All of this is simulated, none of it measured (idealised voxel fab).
The following process module bears the name voxel self aligned contacts.
This is section cut - it's 160 nm across, gridded in 5 nm square cells.
A cross-section in this document is a grid of square cells, and it is written down as bands, the top band listed before the ones below it; a band is made up of one or more rows of cells.
Quick guide to a band line: top height, bottom height (nm) up front; then every material left to right with its width in nm. Only one material and it's marked "all across"? Then it fills the band edge to edge. And "empty" just means empty space.
The level at which height equals 0 is the one under which the wafer, as it arrives, is entirely one material. No lower edge exists for the bottom band, which continues downward and is notated as in "from 0 down".
With a width like "30 to 40", each row of cells in the band differs from the next by the same amount, the top row carrying the first number and the bottom row the second.
"nothing got changed" -> step changed no cross-section cell.
Heads up: "Cavities, closed" only lists the empty pockets with no open path to the top that are 8 cells or more, and it writes them as width x height at distance, distance from the left edge, in nm.
Post-settings text on a step line: simulator's own remark regarding the step.
overlay nm: on a step with a mask, how far right of its planned place the mask lay; negative means left.

[The process steps that were planned are listed below]
1) RECEIVE | material Si
2) OXIDIZE | depth nm 5
3) DIRECTIONAL_DEP | material polySi | thk nm 25
4) DIRECTIONAL_DEP | material SiN | thk nm 20
5) PATTERN | tone cover | mask id GATE | material resist | width nm 35 | pitch nm 70 | thk nm 15 | overlay nm 0
6) DIRECTIONAL_ETCH | etch materials SiN | depth nm 20
7) DIRECTIONAL_ETCH | etch materials polySi | depth nm 25
8) STRIP | etch materials resist
9) CONFORMAL_DEP | material SiN | thk nm 5
10) DIRECTIONAL_ETCH | etch materials SiN | depth nm 5
11) FILL_DEP | material SiO2 | thk nm 15
12) CMP | height nm 50
13) PATTERN | tone open | mask id CONTACT | material resist | width nm 45 | thk nm 15 | overlay nm 0
14) DIRECTIONAL_ETCH | etch materials SiO2 | depth nm 55
15) STRIP | etch materials resist
16) CONFORMAL_DEP | material TiN | thk nm 5
17) FILL_DEP | material Ru | thk nm 10
18) CMP | height nm 50
19) CONFORMAL_DEP | material SiN | thk nm 5

[Received-state cross-section, reflecting completion of step 1]
- from 0 down: Si all across
- Cavities, closed: none

[Post-module cross-section: identical start and plan to those above, one misstep in execution]
- from 55 to 50: SiN all across
- from 50 to 45: 55 SiO2; 15 TiN; 15 Ru; 15 TiN; 60 SiO2
- from 45 to 25: 20 SiO2; 5 SiN; 35 polySi; 5 SiN; 5 TiN; 15 Ru; 5 TiN; 5 SiN; 35 polySi; 5 SiN; 25 SiO2
- from 25 to 20: 20 SiO2; 5 SiN; 35 polySi; 5 SiN; 25 TiN; 5 SiN; 35 polySi; 5 SiN; 25 SiO2
- from 20 to 0: SiN all across
- from 0 to -5: SiO2 all across
- from -5 down: Si all across
- Cavities, closed: none
The mistake made against the process plan was this: the intended sequence of steps 3 and 4 was reversed during processing, with each occupying the position of the other
